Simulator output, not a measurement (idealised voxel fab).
The name of this process module is voxel capacitor over wiring.
Section shown: cut. Width: 285 nm. Cell size: 5 nm, square.
When this document writes out a cross-section, it uses a grid of square cells and lists it as bands, beginning at the top and moving down, with a band standing for one or more rows of cells. What a band's entry tells you: where the top is and where the bottom is, as heights in nm, and after that what lies inside, material by material from left to right, each with its width in nm. Empty space is written as the word "empty", and a single material marked with the word "everywhere" occupies the band from edge to edge. Ref level 0: as-received wafer is one material below here. Bottom band extends down with no lower bound ("0 down"). Top row gets the first number, bottom row gets the second, and each row in between changes by the same step: that is how a band width like "30..40" works. "nothing got changed", as given for a step, is the statement that not any cell of the cross-section underwent a change during that step. So "Fully sealed cavities" is basically the list of trapped voids: any empty space of 8 cells or more that can't reach the top through an opening. They're written width x height at distance, the distance being from the left edge, and it's all nm. Heads up: the bit after the settings on a step's line is the simulator's remark on that step. "overlay nm" denotes, for a step that has a mask, the displacement of the mask to the right of its planned place, with negative values corresponding to the left.
HERE'S WHAT THE PLANNED PROCESS STEPS LOOK LIKE
1,RECEIVE, material Si
2,CONFORMAL_DEP, material SiO2, thk nm 15
3,CONFORMAL_DEP, material SiN, thk nm 5
4,DIRECTIONAL_DEP, material SiO2, thk nm 20
5,MASKED_ETCH, tone open, mask id METAL_1, width nm 25, pitch nm 80, etch materials SiO2, depth nm 20, overlay nm 0
6,MASKED_ETCH, tone open, mask id METAL_1, width nm 25, pitch nm 80, etch materials SiN, depth nm 5, overlay nm 0
7,CONFORMAL_DEP, material TiN, thk nm 5
8,FILL_DEP, material W, thk nm 5
9,CMP, height nm 40
10,CONFORMAL_DEP, material SiCN, thk nm 5
11,DIRECTIONAL_DEP, material SiO2, thk nm 20
12,PATTERN, tone open, mask id PLUG_1, material resist, width nm 15, thk nm 20, overlay nm 0
13,DIRECTIONAL_ETCH, etch materials SiO2, depth nm 20
14,DIRECTIONAL_ETCH, etch materials SiCN, depth nm 5
15,STRIP, etch materials resist
16,CONFORMAL_DEP, material TiN, thk nm 5
17,FILL_DEP, material Ru, thk nm 10
18,CMP, height nm 65
19,DIRECTIONAL_DEP, material TiN, thk nm 5
20,DIRECTIONAL_DEP, material HfO2, thk nm 5
21,DIRECTIONAL_DEP, material TiN, thk nm 5
22,DIRECTIONAL_DEP, material aC, thk nm 15
23,PATTERN, tone cover, mask id UPPER_PLATE, material resist, width nm 60, thk nm 35, overlay nm 0
24,DIRECTIONAL_ETCH, etch materials aC, depth nm 15
25,STRIP, etch materials resist
26,DIRECTIONAL_ETCH, etch materials TiN, depth nm 5
27,DIRECTIONAL_ETCH, etch materials HfO2, depth nm 5
28,STRIP, etch materials aC
29,DIRECTIONAL_DEP, material aC, thk nm 15
30,PATTERN, tone cover, mask id LOWER_PLATE, material resist, width nm 70, thk nm 30, overlay nm -15
31,DIRECTIONAL_ETCH, etch materials aC, depth nm 15
32,STRIP, etch materials resist
33,DIRECTIONAL_ETCH, etch materials TiN, depth nm 5
34,STRIP, etch materials aC
35,FILL_DEP, material SiO2, thk nm 20
36,CMP, height nm 95
37,PATTERN, tone open, mask id PLUG_2, material resist, width nm 15, thk nm 20, overlay nm 0
38,DIRECTIONAL_ETCH, etch materials SiO2, depth nm 15
39,STRIP, etch materials resist
40,CONFORMAL_DEP, material TiN, thk nm 5
41,FILL_DEP, material Cu, thk nm 10
42,CMP, height nm 95
43,CONFORMAL_DEP, material SiN, thk nm 5
The plan's step 30 overlay nm is the first wafer's value; the wafers differ in this setting and start identical.
HERE'S THE FIRST OF THE WAFERS IN CROSS-SECTION, JUST AS WE GOT IT, I.E. AFTER STEP 1
0 down = Si everywhere
Fully sealed cavities: none
DEPICTED HERE IS THE FIRST OF SEVERAL WAFERS IN CROSS-SECTION, AT MODULE COMPLETION FOLLOWING THE LAST STEP, STEP 43
100 to 95 = SiN everywhere
95 to 85 = 110 of SiO2, then 5 of TiN, then 5 of Cu, then 5 of TiN, then 160 of SiO2
85 to 75 = 110..100 of SiO2, then 15..50 of TiN, then 160..135 of SiO2
75 to 70 = 100 of SiO2, then 60 of HfO2, then 125 of SiO2
70 to 65 = 80 of SiO2, then 80 of TiN, then 125 of SiO2
65 to 45 = 100 of SiO2, then 5 of TiN, then 5 of Ru, then 5 of TiN, then 170 of SiO2
45 to 40 = 100 of SiCN, then 15 of TiN, then 170 of SiCN
40 to 20 = 90 of SiO2, then 5 of TiN, then 15 of W, then 5 of TiN, then 55 of SiO2, then 5 of TiN, then 15 of W, then 5 of TiN, then 90 of SiO2
20 to 15 = 90 of SiN, then 25 of TiN, then 55 of SiN, then 25 of TiN, then 90 of SiN
15 to 0 = SiO2 everywhere
0 down = Si everywhere
Fully sealed cavities: none
LAST WAFER AT THE END
100 to 95 = SiN everywhere
95 to 85 = 110 of SiO2, then 5 of TiN, then 5 of Cu, then 5 of TiN, then 160 of SiO2
85 to 75 = 110 of SiO2, then 15..50 of TiN, then 160..125 of SiO2
75 to 70 = 100 of SiO2, then 60 of HfO2, then 125 of SiO2
70 to 65 = 100 of SiO2, then 80 of TiN, then 105 of SiO2
65 to 45 = 100 of SiO2, then 5 of TiN, then 5 of Ru, then 5 of TiN, then 170 of SiO2
45 to 40 = 100 of SiCN, then 15 of TiN, then 170 of SiCN
40 to 20 = 90 of SiO2, then 5 of TiN, then 15 of W, then 5 of TiN, then 55 of SiO2, then 5 of TiN, then 15 of W, then 5 of TiN, then 90 of SiO2
20 to 15 = 90 of SiN, then 25 of TiN, then 55 of SiN, then 25 of TiN, then 90 of SiN
15 to 0 = SiO2 everywhere
0 down = Si everywhere
Fully sealed cavities: none
QUICK KEY FOR THE TABLE: A ROW PER WAFER, TAKEN AT THE END OF THE MODULE. FOR EACH MATERIAL IT TELLS YOU HOW MANY CELLS THE WAFER GAINED (+) OR LOST (-) SINCE IT CAME IN, AND THE CLOSED VOIDS COME AFTER
overlay nm -15, +2 Cu, +12 HfO2, +4 Ru, +54 SiCN, +104 SiN, +870 SiO2, +70 TiN, +24 W, Fully sealed cavities: none
overlay nm -10, +2 Cu, +12 HfO2, +4 Ru, +54 SiCN, +104 SiN, +870 SiO2, +70 TiN, +24 W, Fully sealed cavities: none
overlay nm -5, +2 Cu, +12 HfO2, +4 Ru, +54 SiCN, +104 SiN, +870 SiO2, +70 TiN, +24 W, Fully sealed cavities: none
overlay nm 0, +2 Cu, +12 HfO2, +4 Ru, +54 SiCN, +104 SiN, +870 SiO2, +70 TiN, +24 W, Fully sealed cavities: none
overlay nm 5, +2 Cu, +12 HfO2, +4 Ru, +54 SiCN, +104 SiN, +870 SiO2, +70 TiN, +24 W, Fully sealed cavities: none
overlay nm 10, +2 Cu, +12 HfO2, +4 Ru, +54 SiCN, +104 SiN, +870 SiO2, +70 TiN, +24 W, Fully sealed cavities: none
overlay nm 15, +2 Cu, +12 HfO2, +4 Ru, +54 SiCN, +104 SiN, +870 SiO2, +70 TiN, +24 W, Fully sealed cavities: none
